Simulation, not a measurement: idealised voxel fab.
Process module under the name voxel wiring stack
Xsec cut, 300 nm wide, square cell size 5 nm.
Cross-section layout: square cells on a grid; listed as bands, top to bottom; a band spans one or more cell rows.
Within each band entry, the heights of the top and of the bottom of the band appear first, in that order and in nm; the materials of the band then follow from left to right, each with its corresponding width in nm. The designation "everywhere" on a single material indicates that it fills the band from edge to edge; the designation "empty" indicates empty space.
Beneath 0, the wafer as received is one material, and that level is where height counting begins. The lowest band goes on downward without a bottom; it is written like "0..down".
Quick explanation for "30->40": the width changes in equal steps down the rows of cells, from the first number in the band's top row to the second number in its bottom row.
"no modification" -> step changed no cross-section cell.
Closed-off voids of 8+ cells (no open route to the top) go in "Enclosed voids", written width x height at distance from the left edge, in nm.
On a step's line, text after the settings is the simulator commenting on that step.
Each step line may optionally specify "overlay nm", which for a step with a mask gives the rightward distance between the mask's planned place and where it lay, a negative value indicating the leftward direction.

PROCESS STEPS (PLANNED)
- 1: RECEIVE with material Si
- 2: CONFORMAL_DEP with material SiO2, thk nm 10
- 3: DIRECTIONAL_DEP with material TiN, thk nm 5
- 4: DIRECTIONAL_DEP with material W, thk nm 20
- 5: PATTERN with tone cover, mask id METAL_1, material resist, width nm 20, pitch nm 60, thk nm 20, overlay nm 0
- 6: DIRECTIONAL_ETCH with etch materials W, depth nm 20
- 7: DIRECTIONAL_ETCH with etch materials TiN, depth nm 5
- 8: STRIP with etch materials resist
- 9: CONFORMAL_DEP with material SiN, thk nm 5
- 10: FILL_DEP with material SiO2, thk nm 5
- 11: CMP with height nm 35
- 12: CONFORMAL_DEP with material SiCN, thk nm 5
- 13: DIRECTIONAL_DEP with material SiO2, thk nm 30
- 14: MASKED_ETCH with tone open, mask id METAL_2_HOLES, width nm 15, pitch nm 60, etch materials SiO2, depth nm 30, overlay nm 0
- 15: PATTERN with tone open, mask id METAL_2, material resist, width nm 30, pitch nm 60, thk nm 15, overlay nm 0
- 16: DIRECTIONAL_ETCH with etch materials SiO2, depth nm 15
- 17: DIRECTIONAL_ETCH with etch materials SiCN, depth nm 5
- 18: STRIP with etch materials resist
- 19: CONFORMAL_DEP with material TiN, thk nm 5
- 20: FILL_DEP with material Cu, thk nm 10
- 21: CMP with height nm 70
- 22: CONFORMAL_DEP with material SiCN, thk nm 5
Across this set of wafers, the varied parameter is the width nm of step 5. Starting conditions are identical for every wafer, and the plan reports the value assigned to the first wafer.

SECTIONAL VIEW: FIRST OF SEVERAL WAFERS, AS RECEIVED, AFTER STEP 1
* 0..down: Si everywhere
* Enclosed voids: none

END OF THE MODULE, PAST ITS LAST STEP, STEP 22: HOW THE FIRST OF SEVERAL WAFERS LOOKS IN CROSS-SECTION
* 75..70: SiCN everywhere
* 70..60: SiO2=75, TiN=5, Cu=20, TiN=5, SiO2=30, TiN=5, Cu=20, TiN=5, SiO2=30, TiN=5, Cu=20, TiN=5, SiO2=75
* 60..55: SiO2=75, TiN=5, Cu=5, TiN=20, SiO2=30, TiN=5, Cu=5, TiN=20, SiO2=30, TiN=5, Cu=5, TiN=20, SiO2=75
* 55..40: SiO2=75, TiN=5, Cu=5, TiN=5, SiO2=45, TiN=5, Cu=5, TiN=5, SiO2=45, TiN=5, Cu=5, TiN=5, SiO2=90
* 40..35: SiCN=75, TiN=15, SiCN=45, TiN=15, SiCN=45, TiN=15, SiCN=90
* 35..15: SiO2=75, SiN=5, W=20, SiN=5, SiO2=30, SiN=5, W=20, SiN=5, SiO2=30, SiN=5, W=20, SiN=5, SiO2=75
* 15..10: SiN=80, TiN=20, SiN=40, TiN=20, SiN=40, TiN=20, SiN=80
* 10..0: SiO2 everywhere
* 0..down: Si everywhere
* Enclosed voids: none

CROSS-SECTION AT MODULE COMPLETION, LAST WAFER
* 75..70: SiCN everywhere
* 70..60: SiO2=75, TiN=5, Cu=20, TiN=5, SiO2=30, TiN=5, Cu=20, TiN=5, SiO2=30, TiN=5, Cu=20, TiN=5, SiO2=75
* 60..55: SiO2=75, TiN=5, Cu=5, TiN=20, SiO2=30, TiN=5, Cu=5, TiN=20, SiO2=30, TiN=5, Cu=5, TiN=20, SiO2=75
* 55..40: SiO2=75, TiN=5, Cu=5, TiN=5, SiO2=45, TiN=5, Cu=5, TiN=5, SiO2=45, TiN=5, Cu=5, TiN=5, SiO2=90
* 40..35: SiCN=75, TiN=15, SiCN=45, TiN=15, SiCN=45, TiN=15, SiCN=90
* 35..15: SiO2=65, SiN=5, W=45, SiN=5, SiO2=5, SiN=5, W=45, SiN=5, SiO2=5, SiN=5, W=45, SiN=5, SiO2=60
* 15..10: SiN=70, TiN=45, SiN=15, TiN=45, SiN=15, TiN=45, SiN=65
* 10..0: SiO2 everywhere
* 0..down: Si everywhere
* Enclosed voids: none

THE TABLE BELOW HAS ONE ROW FOR EACH WAFER; A ROW SHOWS, AS OF THE END OF THE MODULE, HOW MANY CELLS OF EACH MATERIAL THE WAFER HAS GAINED, MARKED (+), OR LOST, MARKED (-), SINCE IT WAS RECEIVED, AND THEN THE WAFER'S CLOSED VOIDS
width nm 20, +36 Cu, +111 SiCN, +72 SiN, +567 SiO2, +66 TiN, +48 W, Enclosed voids: none
width nm 25, +36 Cu, +111 SiCN, +69 SiN, +555 SiO2, +69 TiN, +60 W, Enclosed voids: none
width nm 30, +36 Cu, +111 SiCN, +66 SiN, +543 SiO2, +72 TiN, +72 W, Enclosed voids: none
width nm 35, +36 Cu, +111 SiCN, +63 SiN, +531 SiO2, +75 TiN, +84 W, Enclosed voids: none
width nm 40, +36 Cu, +111 SiCN, +60 SiN, +519 SiO2, +78 TiN, +96 W, Enclosed voids: none
width nm 45, +36 Cu, +111 SiCN, +57 SiN, +507 SiO2, +81 TiN, +108 W, Enclosed voids: none
